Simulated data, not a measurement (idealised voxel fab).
process module | voxel ribs on slabs
cross-section cut | 140 nm wide | cells 5 nm
A cross-section is a grid of square cells, given in bands from the top down. A band is one or more rows of cells.
Each band's line starts with the height of the band's top and of its bottom, in nm. Then come its materials from left to right, each with its width in nm. One material with "throughout" fills the band from edge to edge. "air" is empty space.
Height 0 is the level under which the wafer as received is all one material. The lowest band goes on downwards, as in "0 down".
A width such as "30 to 40" changes by the same amount from each row of cells to the next, from the band's top row to its bottom row.
"no change" after a step means that no cell of the cross-section changed.
closed voids: empty space of 8 cells or more with no open way to the top, each as width x height at its distance from the left edge, in nm
after a step's settings: what the simulator itself notes on the step
overlay nm, on a step with a mask: how far to the right of its planned place the mask lay; to the left if negative
plan
1 op RECEIVE | material Si
2 op DIRECTIONAL_DEP | material SiO2 | thk nm 30
3 op DIRECTIONAL_DEP | material polySi | thk nm 15
4 op MASKED_ETCH | tone cover | mask id RIB | width nm 30 | etch materials polySi | depth nm 5 | overlay nm 0
5 op PATTERN | tone cover | mask id SLAB | material resist | width nm 90 | thk nm 15 | overlay nm 0
6 op DIRECTIONAL_ETCH | etch materials polySi | depth nm 10
7 op STRIP | etch materials resist
8 op FILL_DEP | material SiO2 | thk nm 30
9 op CMP | height nm 65
10 op DIRECTIONAL_DEP | material W | thk nm 10
11 op PATTERN | tone cover | mask id HEATER | material resist | width nm 40 | thk nm 15 | overlay nm 0
12 op DIRECTIONAL_ETCH | etch materials W | depth nm 10
13 op STRIP | etch materials resist
14 op CONFORMAL_DEP | material SiO2 | thk nm 10
as received, after step 1
  0 down: Si throughout
  closed voids: none
first wafer at the end, as planned
  85 to 75: air 40 | SiO2 60 | air 40
  75 to 65: SiO2 50 | W 40 | SiO2 50
  65 to 45: SiO2 throughout
  45 to 40: SiO2 55 | polySi 30 | SiO2 55
  40 to 30: SiO2 25 | polySi 90 | SiO2 25
  30 to 0: SiO2 throughout
  0 down: Si throughout
  closed voids: none
second wafer at the end: like start, like plan, one mistake
  85 to 75: air 40 | SiO2 60 | air 40
  75 to 65: SiO2 50 | W 40 | SiO2 50
  65 to 60: SiO2 throughout
  60 to 55: SiO2 55 | polySi 30 | SiO2 55
  55 to 45: SiO2 25 | polySi 90 | SiO2 25
  45 to 30: polySi throughout
  30 to 0: SiO2 throughout
  0 down: Si throughout
  closed voids: none
what went wrong: step 3 was run twice
at the end the second wafer has, in cells: 84 fewer of SiO2 | 84 more of polySi
